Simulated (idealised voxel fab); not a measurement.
The process module presented herein is designated voxel quadruple lines.
Section cut is 300 nm wide and gridded with 5 nm square cells.
How to read a cross-section here: the picture is a grid of square cells, written as bands going from the top down, and any band can span one or more rows of cells. In this notation a band is specified by the heights of its top and bottom, in that order and in nm, after which its materials appear from left to right, each paired with its width in nm. The word "edge to edge" attached to a single material means that material fills the band from edge to edge; the word "empty" stands for empty space. The level at which height equals 0 is the one under which the wafer, as it arrives, is entirely one material. No lower edge exists for the bottom band, which continues downward and is notated as in "0 -> down". The width entry "30->40" should be interpreted row by row: the top row of cells in the band takes the first number, the bottom row takes the second number, and the change between adjacent rows is uniform throughout. Take "changes: none" at face value: in the step it is given for, the cross-section changed in none of its cells. In "Sealed void list" the enclosed voids are listed, meaning empty spaces of 8 cells or larger without any opening to the top. The form is width x height at distance, distance from the left edge, units nm. Text after the settings on a step's line: the simulator's own remark on that step. The setting "overlay nm" may be written on the line of a step. When the step uses a mask, the value reports how far to the right of the planned place the mask lay, and a negative value reports that it lay to the left.

Steps in the process plan
1: RECEIVE (material Si)
2: CONFORMAL_DEP (material Al2O3; thk nm 5)
3: DIRECTIONAL_DEP (material TiN; thk nm 10)
4: DIRECTIONAL_DEP (material polySi; thk nm 15)
5: DIRECTIONAL_DEP (material aC; thk nm 25)
6: PATTERN (tone cover; mask id MANDREL; material resist; width nm 35; pitch nm 100; thk nm 30; overlay nm 0)
7: DIRECTIONAL_ETCH (etch materials aC; depth nm 25)
8: STRIP (etch materials resist)
9: CONFORMAL_DEP (material SiO2; thk nm 15)
10: DIRECTIONAL_ETCH (etch materials SiO2; depth nm 15)
11: STRIP (etch materials aC)
12: DIRECTIONAL_ETCH (etch materials polySi; depth nm 15)
13: STRIP (etch materials SiO2)
14: CONFORMAL_DEP (material SiCN; thk nm 10)
15: DIRECTIONAL_ETCH (etch materials SiCN; depth nm 10)
16: STRIP (etch materials polySi)
17: DIRECTIONAL_ETCH (etch materials TiN; depth nm 10)
18: STRIP (etch materials SiCN)

The first of two wafers, run as planned

As received, after step 1
	0 -> down = Si edge to edge
	Sealed void list: none

State of the wafer after step 2, shown in cross-section
	5 -> 0 = Al2O3 edge to edge
	For the remainder of the cross-section, below 0, there is no change.

State of the wafer after step 3, shown in cross-section
	15 -> 5 = TiN edge to edge
	For the remainder of the cross-section, below 5, there is no change.

State of the wafer after step 4, shown in cross-section
	30 -> 15 = polySi edge to edge
	For the remainder of the cross-section, below 15, there is no change.

State of the wafer after step 5, shown in cross-section
	55 -> 30 = aC edge to edge
	For the remainder of the cross-section, below 30, there is no change.

State of the wafer after step 6, shown in cross-section
	85 -> 55 = empty 80, resist 35, empty 65, resist 35, empty 85
	For the remainder of the cross-section, below 55, there is no change.

State of the wafer after step 7, shown in cross-section
	60 -> 55 = empty 80, resist 35, empty 65, resist 35, empty 85
	55 -> 30 = empty 80, aC 35, empty 65, aC 35, empty 85
	For the remainder of the cross-section, below 30, there is no change.

State of the wafer after step 8, shown in cross-section
	55 -> 30 = empty 80, aC 35, empty 65, aC 35, empty 85
	For the remainder of the cross-section, below 30, there is no change.

State of the wafer after step 9, shown in cross-section
	70 -> 55 = empty 65, SiO2 65, empty 35, SiO2 65, empty 70
	55 -> 45 = empty 65, SiO2 15, aC 35, SiO2 15, empty 35, SiO2 15, aC 35, SiO2 15, empty 70
	45 -> 30 = SiO2 80, aC 35, SiO2 65, aC 35, SiO2 85
	For the remainder of the cross-section, below 30, there is no change.

State of the wafer after step 10, shown in cross-section
	55 -> 30 = empty 65, SiO2 15, aC 35, SiO2 15, empty 35, SiO2 15, aC 35, SiO2 15, empty 70
	For the remainder of the cross-section, below 30, there is no change.

State of the wafer after step 11, shown in cross-section
	55 -> 30 = empty 65, SiO2 15, empty 35, SiO2 15, empty 35, SiO2 15, empty 35, SiO2 15, empty 70
	For the remainder of the cross-section, below 30, there is no change.

State of the wafer after step 12, shown in cross-section
	55 -> 30 = empty 65, SiO2 15, empty 35, SiO2 15, empty 35, SiO2 15, empty 35, SiO2 15, empty 70
	30 -> 15 = empty 65, polySi 15, empty 35, polySi 15, empty 35, polySi 15, empty 35, polySi 15, empty 70
	For the remainder of the cross-section, below 15, there is no change.

State of the wafer after step 13, shown in cross-section
	30 -> 15 = empty 65, polySi 15, empty 35, polySi 15, empty 35, polySi 15, empty 35, polySi 15, empty 70
	For the remainder of the cross-section, below 15, there is no change.

State of the wafer after step 14, shown in cross-section
	40 -> 30 = empty 55, SiCN 35, empty 15, SiCN 35, empty 15, SiCN 35, empty 15, SiCN 35, empty 60
	30 -> 25 = empty 55, SiCN 10, polySi 15, SiCN 10, empty 15, SiCN 10, polySi 15, SiCN 10, empty 15, SiCN 10, polySi 15, SiCN 10, empty 15, SiCN 10, polySi 15, SiCN 10, empty 60
	25 -> 15 = SiCN 65, polySi 15, SiCN 35, polySi 15, SiCN 35, polySi 15, SiCN 35, polySi 15, SiCN 70
	For the remainder of the cross-section, below 15, there is no change.

State of the wafer after step 15, shown in cross-section
	30 -> 15 = empty 55, SiCN 10, polySi 15, SiCN 10, empty 15, SiCN 10, polySi 15, SiCN 10, empty 15, SiCN 10, polySi 15, SiCN 10, empty 15, SiCN 10, polySi 15, SiCN 10, empty 60
	For the remainder of the cross-section, below 15, there is no change.

State of the wafer after step 16, shown in cross-section
	30 -> 15 = empty 55, SiCN 10, empty 15, SiCN 10, empty 15, SiCN 10, empty 15, SiCN 10, empty 15, SiCN 10, empty 15, SiCN 10, empty 15, SiCN 10, empty 15, SiCN 10, empty 60
	For the remainder of the cross-section, below 15, there is no change.

State of the wafer after step 17, shown in cross-section
	30 -> 15 = empty 55, SiCN 10, empty 15, SiCN 10, empty 15, SiCN 10, empty 15, SiCN 10, empty 15, SiCN 10, empty 15, SiCN 10, empty 15, SiCN 10, empty 15, SiCN 10, empty 60
	15 -> 5 = empty 55, TiN 10, empty 15, TiN 10, empty 15, TiN 10, empty 15, TiN 10, empty 15, TiN 10, empty 15, TiN 10, empty 15, TiN 10, empty 15, TiN 10, empty 60
	For the remainder of the cross-section, below 5, there is no change.

State of the wafer after step 18, shown in cross-section
	15 -> 5 = empty 55, TiN 10, empty 15, TiN 10, empty 15, TiN 10, empty 15, TiN 10, empty 15, TiN 10, empty 15, TiN 10, empty 15, TiN 10, empty 15, TiN 10, empty 60
	For the remainder of the cross-section, below 5, there is no change.

The second wafer: identical to the first at the outset and in its planned sequence, differing only in that one mistake was made during processing; up to and including step 15, its path is the first wafer's path

Cross-section of the second wafer when, according to plan, step 16 should have finished
	30 -> 15 = empty 55, SiCN 10, polySi 15, SiCN 10, empty 15, SiCN 10, polySi 15, SiCN 10, empty 15, SiCN 10, polySi 15, SiCN 10, empty 15, SiCN 10, polySi 15, SiCN 10, empty 60
	15 -> 5 = empty 55, TiN 35, empty 15, TiN 35, empty 15, TiN 35, empty 15, TiN 35, empty 60
	For the remainder of the cross-section, below 5, there is no change.

Cross-section of the second wafer when, according to plan, step 17 should have finished
	30 -> 15 = empty 55, SiCN 10, empty 15, SiCN 10, empty 15, SiCN 10, empty 15, SiCN 10, empty 15, SiCN 10, empty 15, SiCN 10, empty 15, SiCN 10, empty 15, SiCN 10, empty 60
	For the remainder of the cross-section, below 15, there is no change.

Cross-section of the second wafer when, according to plan, step 18 should have finished
	15 -> 5 = empty 55, TiN 35, empty 15, TiN 35, empty 15, TiN 35, empty 15, TiN 35, empty 60
	For the remainder of the cross-section, below 5, there is no change.
It is concluded that the wafer was processed incorrectly with respect to the plan, in that steps 16 and 17 were swapped
It is noted that, at the conclusion of processing, the second wafer exhibits a higher or lower cell count for certain materials relative to the first: TiN: 24 more
